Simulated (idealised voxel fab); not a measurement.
Process module heading - voxel double patterning
Square cell edge 5 nm, section width 235 nm, ID cut.
A cross-section is a grid of square cells, given in bands from the top down. A band is one or more rows of cells. Band: top height; bottom height; in nm. Then, left to right: material with width in nm, for each material. "edge to edge": a single material spanning edge to edge. "blank": empty space. Zero point of the height axis is 0; under it, received wafer = one material. Lowest band: continues down indefinitely, "from 0 down". You'd read "30 to 40" like this: the band's top row of cells is as wide as the first number, its bottom row is as wide as the second, and going down, every row changes width by the same amount as the row before did. Key: "nothing got changed" - step with no changed cell in the cross-section. For the entry "Enclosed void inventory", the listed items are empty spaces with no open way to the top whose size is 8 cells or more; each item follows the pattern width x height at distance, where distance is from the left edge and all three are in nm. If you see something after the settings on a step's line, that's the simulator's own remark about that step. Steps that use a mask can have "overlay nm" on their line. It says how far the mask sat to the right of where it was meant to be. Negative means to the left.
# These are the steps we planned for the process
step 1: op RECEIVE | material Si
step 2: op CONFORMAL_DEP | material SiO2 | thk nm 10
step 3: op DIRECTIONAL_DEP | material W | thk nm 15
step 4: op DIRECTIONAL_DEP | material SiN | thk nm 10
step 5: op MASKED_ETCH | tone open | mask id FIRST | width nm 15 | pitch nm 50 | etch materials SiN | depth nm 10 | overlay nm 0
step 6: op DIRECTIONAL_DEP | material aC | thk nm 15
step 7: op PATTERN | tone open | mask id SECOND | material resist | width nm 15 | pitch nm 50 | thk nm 35 | overlay nm 0
step 8: op DIRECTIONAL_ETCH | etch materials aC | depth nm 15
step 9: op STRIP | etch materials resist
step 10: op DIRECTIONAL_ETCH | etch materials SiN | depth nm 10
step 11: op STRIP | etch materials aC
step 12: op DIRECTIONAL_ETCH | etch materials W | depth nm 15
step 13: op STRIP | etch materials SiN
# First wafer of two (run as planned)
# Cross-section: wafer on arrival = after step 1
> from 0 down = Si edge to edge
> Enclosed void inventory: none
# The following cross-section depicts the wafer upon completion of step 2
> from 10 to 0 = SiO2 edge to edge
> Note: structure below 0 unchanged.
# The following cross-section depicts the wafer upon completion of step 3
> from 25 to 10 = W edge to edge
> Note: structure below 10 unchanged.
# The following cross-section depicts the wafer upon completion of step 4
> from 35 to 25 = SiN edge to edge
> Note: structure below 25 unchanged.
# The following cross-section depicts the wafer upon completion of step 5
> from 35 to 25 = SiN (60); blank (15); SiN (35); blank (15); SiN (35); blank (15); SiN (60)
> Note: structure below 25 unchanged.
# The following cross-section depicts the wafer upon completion of step 6
> from 50 to 40 = aC (60); blank (15); aC (35); blank (15); aC (35); blank (15); aC (60)
> from 40 to 35 = aC edge to edge
> from 35 to 25 = SiN (60); aC (15); SiN (35); aC (15); SiN (35); aC (15); SiN (60)
> Note: structure below 25 unchanged.
# The following cross-section depicts the wafer upon completion of step 7
> from 85 to 50 = resist (85); blank (15); resist (35); blank (15); resist (85)
> from 50 to 40 = aC (60); resist (15); aC (35); resist (15); aC (35); resist (15); aC (60)
> Note: structure below 40 unchanged.
# The following cross-section depicts the wafer upon completion of step 8
> from 70 to 50 = resist (85); blank (15); resist (35); blank (15); resist (85)
> from 50 to 40 = aC (60); resist (15); aC (10); blank (15); aC (10); resist (15); aC (10); blank (15); aC (10); resist (15); aC (60)
> from 40 to 35 = aC (85); blank (15); aC (35); blank (15); aC (85)
> Note: structure below 35 unchanged.
# The following cross-section depicts the wafer upon completion of step 9
> from 50 to 40 = aC (60); blank (15); aC (10); blank (15); aC (10); blank (15); aC (10); blank (15); aC (10); blank (15); aC (60)
> Note: structure below 40 unchanged.
# The following cross-section depicts the wafer upon completion of step 10
> from 50 to 40 = aC (60); blank (15); aC (10); blank (15); aC (10); blank (15); aC (10); blank (15); aC (10); blank (15); aC (60)
> from 40 to 35 = aC (85); blank (15); aC (35); blank (15); aC (85)
> from 35 to 25 = SiN (60); aC (15); SiN (10); blank (15); SiN (10); aC (15); SiN (10); blank (15); SiN (10); aC (15); SiN (60)
> Note: structure below 25 unchanged.
# The following cross-section depicts the wafer upon completion of step 11
> from 35 to 25 = SiN (60); blank (15); SiN (10); blank (15); SiN (10); blank (15); SiN (10); blank (15); SiN (10); blank (15); SiN (60)
> Note: structure below 25 unchanged.
# The following cross-section depicts the wafer upon completion of step 12
> from 35 to 25 = SiN (60); blank (15); SiN (10); blank (15); SiN (10); blank (15); SiN (10); blank (15); SiN (10); blank (15); SiN (60)
> from 25 to 10 = W (60); blank (15); W (10); blank (15); W (10); blank (15); W (10); blank (15); W (10); blank (15); W (60)
> Note: structure below 10 unchanged.
# The following cross-section depicts the wafer upon completion of step 13
> from 25 to 10 = W (60); blank (15); W (10); blank (15); W (10); blank (15); W (10); blank (15); W (10); blank (15); W (60)
> Note: structure below 10 unchanged.
# Wafer two. Identical start, identical plan. One mistake in execution. Identical history through step 4
# Cross-section of the second wafer at the time by which step 5 should have been completed according to the plan
> from 35 to 25 = SiN (65); blank (15); SiN (35); blank (15); SiN (35); blank (15); SiN (55)
> Note: structure below 25 unchanged.
# Cross-section of the second wafer at the time by which step 6 should have been completed according to the plan
> from 50 to 40 = aC (65); blank (15); aC (35); blank (15); aC (35); blank (15); aC (55)
> from 40 to 35 = aC edge to edge
> from 35 to 25 = SiN (65); aC (15); SiN (35); aC (15); SiN (35); aC (15); SiN (55)
> Note: structure below 25 unchanged.
# Cross-section of the second wafer at the time by which step 7 should have been completed according to the plan
> from 85 to 50 = resist (85); blank (15); resist (35); blank (15); resist (85)
> from 50 to 40 = aC (65); resist (15); aC (35); resist (15); aC (35); resist (15); aC (55)
> Note: structure below 40 unchanged.
# Cross-section of the second wafer at the time by which step 8 should have been completed according to the plan
> from 70 to 50 = resist (85); blank (15); resist (35); blank (15); resist (85)
> from 50 to 40 = aC (65); resist (15); aC (5); blank (15); aC (15); resist (15); aC (5); blank (15); aC (15); resist (15); aC (55)
> from 40 to 35 = aC (85); blank (15); aC (35); blank (15); aC (85)
> Note: structure below 35 unchanged.
# Cross-section of the second wafer at the time by which step 9 should have been completed according to the plan
> from 50 to 40 = aC (65); blank (15); aC (5); blank (15); aC (15); blank (15); aC (5); blank (15); aC (15); blank (15); aC (55)
> Note: structure below 40 unchanged.
# Cross-section of the second wafer at the time by which step 10 should have been completed according to the plan
> from 50 to 40 = aC (65); blank (15); aC (5); blank (15); aC (15); blank (15); aC (5); blank (15); aC (15); blank (15); aC (55)
> from 40 to 35 = aC (85); blank (15); aC (35); blank (15); aC (85)
> from 35 to 25 = SiN (65); aC (15); SiN (5); blank (15); SiN (15); aC (15); SiN (5); blank (15); SiN (15); aC (15); SiN (55)
> Note: structure below 25 unchanged.
# Cross-section of the second wafer at the time by which step 11 should have been completed according to the plan
> from 35 to 25 = SiN (65); blank (15); SiN (5); blank (15); SiN (15); blank (15); SiN (5); blank (15); SiN (15); blank (15); SiN (55)
> Note: structure below 25 unchanged.
# Cross-section of the second wafer at the time by which step 12 should have been completed according to the plan
> from 35 to 25 = SiN (65); blank (15); SiN (5); blank (15); SiN (15); blank (15); SiN (5); blank (15); SiN (15); blank (15); SiN (55)
> from 25 to 10 = W (65); blank (15); W (5); blank (15); W (15); blank (15); W (5); blank (15); W (15); blank (15); W (55)
> Note: structure below 10 unchanged.
# Cross-section of the second wafer at the time by which step 13 should have been completed according to the plan
> from 25 to 10 = W (65); blank (15); W (5); blank (15); W (15); blank (15); W (5); blank (15); W (15); blank (15); W (55)
> Note: structure below 10 unchanged.
The plan and the run diverged here: step 5 ran differently from the plan; actual operation with settings: op MASKED_ETCH | tone open | mask id FIRST | width nm 15 | pitch nm 50 | etch materials SiN | depth nm 10 | overlay nm 5
Same inventory, different map: at the end, the second wafer holds as many cells of each material as the first, placed elsewhere.
